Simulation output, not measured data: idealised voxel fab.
The following process module bears the name voxel self aligned contacts.
We display cut, a cross-section 285 nm in width whose square cells are each 5 nm.
Each cross-section below is a grid of square cells, stated as bands in top-down order, with one or more rows of cells making up each band. This entry defines a band. It first specifies the height of the band's top and the height of its bottom in nm, and then specifies the band's materials from left to right, stating each material with its width in nm. The word "edge to edge" identifies a single material that fills the band from edge to edge, while the word "empty" identifies empty space. Where do heights start? At 0: under that level the wafer as delivered is made of one material only. And the lowest band has no floor; it just carries on downward, as in "0..down". Graded width ("30 to 40"): value in top row of band = first number; value in bottom row = second number; row-to-row change constant. Basically "nothing was modified" means that step didn't change any cell in the cross-section. The label "Closed void roster" introduces a list of the empty spaces, 8 cells or larger, that have no open way up to the top; each entry in it reads width x height at distance, where the distance is taken from the left edge and all three are stated in nm. Heads up: the bit after the settings on a step's line is the simulator's remark on that step. "overlay nm" denotes, for a step that has a mask, the displacement of the mask to the right of its planned place, with negative values corresponding to the left. Pairs, read this way: before one process step on the one hand, after it on the other, the after cross-section ending at the lowest band that changed; the step between, settings included, beneath. Same starting wafer throughout, but possibly different runs of this module, so no pair continues from the pair above unless its entry headed "Before this step" says so.
Before this step:
  55..30 | 60 of SiN, then 15 of empty, then 60 of SiN, then 15 of empty, then 60 of SiN, then 15 of empty, then 60 of SiN
  30..0 | 50 of polySi, then 10 of SiN, then 15 of empty, then 10 of SiN, then 40 of polySi, then 10 of SiN, then 15 of empty, then 10 of SiN, then 40 of polySi, then 10 of SiN, then 15 of empty, then 10 of SiN, then 50 of polySi
  0..-5 | SiO2 edge to edge
  -5..down | Si edge to edge
  Closed void roster: none
Post-Process Section:
  75..55 | SiO2 edge to edge
  55..30 | 60 of SiN, then 15 of SiO2, then 60 of SiN, then 15 of SiO2, then 60 of SiN, then 15 of SiO2, then 60 of SiN
  30..0 | 50 of polySi, then 10 of SiN, then 15 of SiO2, then 10 of SiN, then 40 of polySi, then 10 of SiN, then 15 of SiO2, then 10 of SiN, then 40 of polySi, then 10 of SiN, then 15 of SiO2, then 10 of SiN, then 50 of polySi
  Below 0, no change.
  Closed void roster: none
Can you name the step between the two cross-sections above? It is FILL_DEP [material SiO2] [thk nm 20]
Before this step: unchanged from the after cross-section in the pair immediately above; refer to that figure.
Post-Process Section:
  65..55 | SiO2 edge to edge
  Below 55, no change.
  Closed void roster: none
Can you name the step between the two cross-sections above? It is CMP [height nm 65]
Before this step: unchanged from the after cross-section in the pair immediately above; refer to that figure.
Post-Process Section:
  80..65 | 80 of resist, then 50 of empty, then 25 of resist, then 50 of empty, then 80 of resist
  Below 65, no change.
  Closed void roster: none
Can you name the step between the two cross-sections above? It is PATTERN [tone open] [mask id CONTACT] [material resist] [width nm 50] [pitch nm 75] [thk nm 15] [overlay nm 0]
Before this step: unchanged from the after cross-section in the pair immediately above; refer to that figure.
Post-Process Section:
  80..65 | 80 of resist, then 50 of empty, then 25 of resist, then 50 of empty, then 80 of resist
  65..55 | 80 of SiO2, then 50 of empty, then 25 of SiO2, then 50 of empty, then 80 of SiO2
  Below 55, no change.
  Closed void roster: none
Can you name the step between the two cross-sections above? It is DIRECTIONAL_ETCH [etch materials SiO2] [depth nm 70]
Before this step: unchanged from the after cross-section in the pair immediately above; refer to that figure.
Post-Process Section:
  65..55 | 80 of SiO2, then 50 of empty, then 25 of SiO2, then 50 of empty, then 80 of SiO2
  Below 55, no change.
  Closed void roster: none
Can you name the step between the two cross-sections above? It is STRIP [etch materials resist]
Before this step: unchanged from the after cross-section in the pair immediately above; refer to that figure.
Post-Process Section:
  70..65 | 85 of TiN, then 40 of empty, then 35 of TiN, then 40 of empty, then 85 of TiN
  65..60 | 80 of SiO2, then 5 of TiN, then 40 of empty, then 5 of TiN, then 25 of SiO2, then 5 of TiN, then 40 of empty, then 5 of TiN, then 80 of SiO2
  60..55 | 80 of SiO2, then 50 of TiN, then 25 of SiO2, then 50 of TiN, then 80 of SiO2
  Below 55, no change.
  Closed void roster: none
Can you name the step between the two cross-sections above? It is CONFORMAL_DEP [material TiN] [thk nm 5]
Before this step: unchanged from the after cross-section in the pair immediately above; refer to that figure.
Post-Process Section:
  80..70 | W edge to edge
  70..65 | 85 of TiN, then 40 of W, then 35 of TiN, then 40 of W, then 85 of TiN
  65..60 | 80 of SiO2, then 5 of TiN, then 40 of W, then 5 of TiN, then 25 of SiO2, then 5 of TiN, then 40 of W, then 5 of TiN, then 80 of SiO2
  Below 60, no change.
  Closed void roster: none
Can you name the step between the two cross-sections above? It is FILL_DEP [material W] [thk nm 10]
Before this step: unchanged from the after cross-section in the pair immediately above; refer to that figure.
Post-Process Section:
  65..60 | 80 of SiO2, then 5 of TiN, then 40 of W, then 5 of TiN, then 25 of SiO2, then 5 of TiN, then 40 of W, then 5 of TiN, then 80 of SiO2
  Below 60, no change.
  Closed void roster: none
Can you name the step between the two cross-sections above? It is CMP [height nm 65]
Before this step: unchanged from the after cross-section in the pair immediately above; refer to that figure.
Post-Process Section:
  70..65 | SiN edge to edge
  Below 65, no change.
  Closed void roster: none
Can you name the step between the two cross-sections above? It is CONFORMAL_DEP [material SiN] [thk nm 5]
